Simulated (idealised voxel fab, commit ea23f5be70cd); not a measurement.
You're looking at the process module voxel tone inversion.
For reference, the cross-section in this document is cut, with width 290 nm and square cells of 5 nm.
Cross-section format: a grid of square cells, given as bands from top to bottom; each band is one or more rows of cells. Read a band's entry like this: the first values are the height of its top and the height of its bottom in nm, and what follows is the sequence of materials from left to right, each with its width in nm. Note that "blank" is empty space, and that a single material marked "full width" reaches across the band from edge to edge. Heights from 0 (as-received wafer is one material below). Bottom band endless downward, as "z 0 and below". Top row gets the first number, bottom row gets the second, and each row in between changes by the same step: that is how a band width like "30 to 40" works. Given "same as before" for a step, no cell of the cross-section differs between before and after that step. "Closed void listing": sealed empty spaces, 8 cells or more, no open way to top, listed width x height at distance, with distance from the left edge and width, height and distance in nm. after a step's settings: what the simulator itself notes on the step. overlay nm: on a step with a mask, how far right of its planned place the mask lay; negative means left.

Below is the list of planned process steps:
1: RECEIVE with material Si
2: CONFORMAL_DEP with material SiCN, thk nm 5
3: DIRECTIONAL_DEP with material aC, thk nm 15
4: PATTERN with tone cover, mask id POSTS, material resist, width nm 15, pitch nm 45, thk nm 20, overlay nm 0
5: DIRECTIONAL_ETCH with etch materials aC, depth nm 15
6: STRIP with etch materials resist
7: FILL_DEP with material SiO2, thk nm 10
8: CMP with height nm 20
9: STRIP with etch materials aC

First wafer, two in total, run as planned:

As received (post step 1): cross-section:
  z 0 and below  Si full width
  Closed void listing: none

Wafer section view after processing step 2:
  z 5 to 0  SiCN full width
  Beneath the level 0, the cross-section is identical to its previous state.

Wafer section view after processing step 3:
  z 20 to 5  aC full width
  Beneath the level 5, the cross-section is identical to its previous state.

Wafer section view after processing step 4:
  z 40 to 20  115 blank; 15 resist; 30 blank; 15 resist; 115 blank
  Beneath the level 20, the cross-section is identical to its previous state.

Wafer section view after processing step 5:
  z 25 to 20  115 blank; 15 resist; 30 blank; 15 resist; 115 blank
  z 20 to 5  115 blank; 15 aC; 30 blank; 15 aC; 115 blank
  Beneath the level 5, the cross-section is identical to its previous state.

Wafer section view after processing step 6:
  z 20 to 5  115 blank; 15 aC; 30 blank; 15 aC; 115 blank
  Beneath the level 5, the cross-section is identical to its previous state.

Wafer section view after processing step 7:
  z 30 to 20  SiO2 full width
  z 20 to 5  115 SiO2; 15 aC; 30 SiO2; 15 aC; 115 SiO2
  Beneath the level 5, the cross-section is identical to its previous state.

Wafer section view after processing step 8:
  z 20 to 5  115 SiO2; 15 aC; 30 SiO2; 15 aC; 115 SiO2
  Beneath the level 5, the cross-section is identical to its previous state.

Wafer section view after processing step 9:
  z 20 to 5  115 SiO2; 15 blank; 30 SiO2; 15 blank; 115 SiO2
  Beneath the level 5, the cross-section is identical to its previous state.

Second wafer. Start and plan as for the first. One mistake made in running. Agrees with the first up to and including step 8:

Cross-sectional view of the second wafer at the intended end time of process step 9:
  z 20 to 5  115 blank; 15 aC; 30 blank; 15 aC; 115 blank
  Beneath the level 5, the cross-section is identical to its previous state.
The mistake made against the process plan was this: it should be noted that step 9 was executed with settings other than those planned, the operation and settings actually applied being STRIP with etch materials SiO2
Final difference in cells, second wafer against first, listed per material as more or fewer: -156 SiO2 | +18 aC
